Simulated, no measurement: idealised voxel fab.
process module | voxel tone inversion
cross-section cut | 280 nm wide | cells 5 nm
A cross-section is a grid of square cells, given in bands from the top down. A band is one or more rows of cells.
Each band's line starts with the height of the band's top and of its bottom, in nm. Then come its materials from left to right, each with its width in nm. One material with "throughout" fills the band from edge to edge. "air" is empty space.
Height 0 is the level under which the wafer as received is all one material. The lowest band goes on downwards, as in "0 down".
A width such as "30 to 40" changes by the same amount from each row of cells to the next, from the band's top row to its bottom row.
"no change" after a step means that no cell of the cross-section changed.
closed voids: empty space of 8 cells or more with no open way to the top, each as width x height at its distance from the left edge, in nm
after a step's settings: what the simulator itself notes on the step
overlay nm, on a step with a mask: how far to the right of its planned place the mask lay; to the left if negative
plan
1 op RECEIVE | material Si
2 op CONFORMAL_DEP | material SiN | thk nm 10
3 op DIRECTIONAL_DEP | material aC | thk nm 20
4 op PATTERN | tone cover | mask id POSTS | material resist | width nm 20 | pitch nm 40 | thk nm 30 | overlay nm 0
5 op DIRECTIONAL_ETCH | etch materials aC | depth nm 20
6 op STRIP | etch materials resist
7 op FILL_DEP | material lowk | thk nm 5
8 op CMP | height nm 30
9 op STRIP | etch materials aC
10 op CONFORMAL_DEP | material TiN | thk nm 5
11 op FILL_DEP | material Ru | thk nm 5
12 op CMP | height nm 30
13 op CONFORMAL_DEP | material SiCN | thk nm 5
first wafer, as planned
as received, after step 1
  0 down: Si throughout
  closed voids: none
after step 2
  10 to 0: SiN throughout
  below 0: unchanged
after step 3
  30 to 10: aC throughout
  below 10: unchanged
after step 4
  60 to 30: air 90 | resist 20 | air 20 | resist 20 | air 20 | resist 20 | air 90
  below 30: unchanged
after step 5
  40 to 30: air 90 | resist 20 | air 20 | resist 20 | air 20 | resist 20 | air 90
  30 to 10: air 90 | aC 20 | air 20 | aC 20 | air 20 | aC 20 | air 90
  below 10: unchanged
after step 6
  30 to 10: air 90 | aC 20 | air 20 | aC 20 | air 20 | aC 20 | air 90
  below 10: unchanged
after step 7
  35 to 30: lowk throughout
  30 to 10: lowk 90 | aC 20 | lowk 20 | aC 20 | lowk 20 | aC 20 | lowk 90
  below 10: unchanged
after step 8
  30 to 10: lowk 90 | aC 20 | lowk 20 | aC 20 | lowk 20 | aC 20 | lowk 90
  below 10: unchanged
after step 9
  30 to 10: lowk 90 | air 20 | lowk 20 | air 20 | lowk 20 | air 20 | lowk 90
  below 10: unchanged
after step 10
  35 to 30: TiN 95 | air 10 | TiN 30 | air 10 | TiN 30 | air 10 | TiN 95
  30 to 15: lowk 90 | TiN 5 | air 10 | TiN 5 | lowk 20 | TiN 5 | air 10 | TiN 5 | lowk 20 | TiN 5 | air 10 | TiN 5 | lowk 90
  15 to 10: lowk 90 | TiN 20 | lowk 20 | TiN 20 | lowk 20 | TiN 20 | lowk 90
  below 10: unchanged
after step 11
  40 to 35: Ru throughout
  35 to 30: TiN 95 | Ru 10 | TiN 30 | Ru 10 | TiN 30 | Ru 10 | TiN 95
  30 to 15: lowk 90 | TiN 5 | Ru 10 | TiN 5 | lowk 20 | TiN 5 | Ru 10 | TiN 5 | lowk 20 | TiN 5 | Ru 10 | TiN 5 | lowk 90
  below 15: unchanged
after step 12
  30 to 15: lowk 90 | TiN 5 | Ru 10 | TiN 5 | lowk 20 | TiN 5 | Ru 10 | TiN 5 | lowk 20 | TiN 5 | Ru 10 | TiN 5 | lowk 90
  below 15: unchanged
after step 13
  35 to 30: SiCN throughout
  below 30: unchanged
second wafer: like start, like plan, one mistake. Through step 2 it matches the first wafer
when step 3 should have ended
  30 to 10: TiN throughout
  below 10: unchanged
when step 4 should have ended
  60 to 30: air 90 | resist 20 | air 20 | resist 20 | air 20 | resist 20 | air 90
  below 30: unchanged
when step 5 should have ended
  40 to 30: air 90 | resist 20 | air 20 | resist 20 | air 20 | resist 20 | air 90
  below 30: unchanged
when step 6 should have ended
  30 to 10: TiN throughout
  below 10: unchanged
when step 7 should have ended
  35 to 30: lowk throughout
  below 30: unchanged
when step 8 should have ended
  30 to 10: TiN throughout
  below 10: unchanged
when step 9 should have ended: no change
when step 10 should have ended
  35 to 10: TiN throughout
  below 10: unchanged
when step 11 should have ended
  40 to 35: Ru throughout
  below 35: unchanged
when step 12 should have ended
  30 to 10: TiN throughout
  below 10: unchanged
when step 13 should have ended
  35 to 30: SiCN throughout
  below 30: unchanged
what went wrong: step 3 ran as: op DIRECTIONAL_DEP | material TiN | thk nm 20
at the end the second wafer has, in cells: 18 fewer of Ru | 194 more of TiN | 176 fewer of lowk
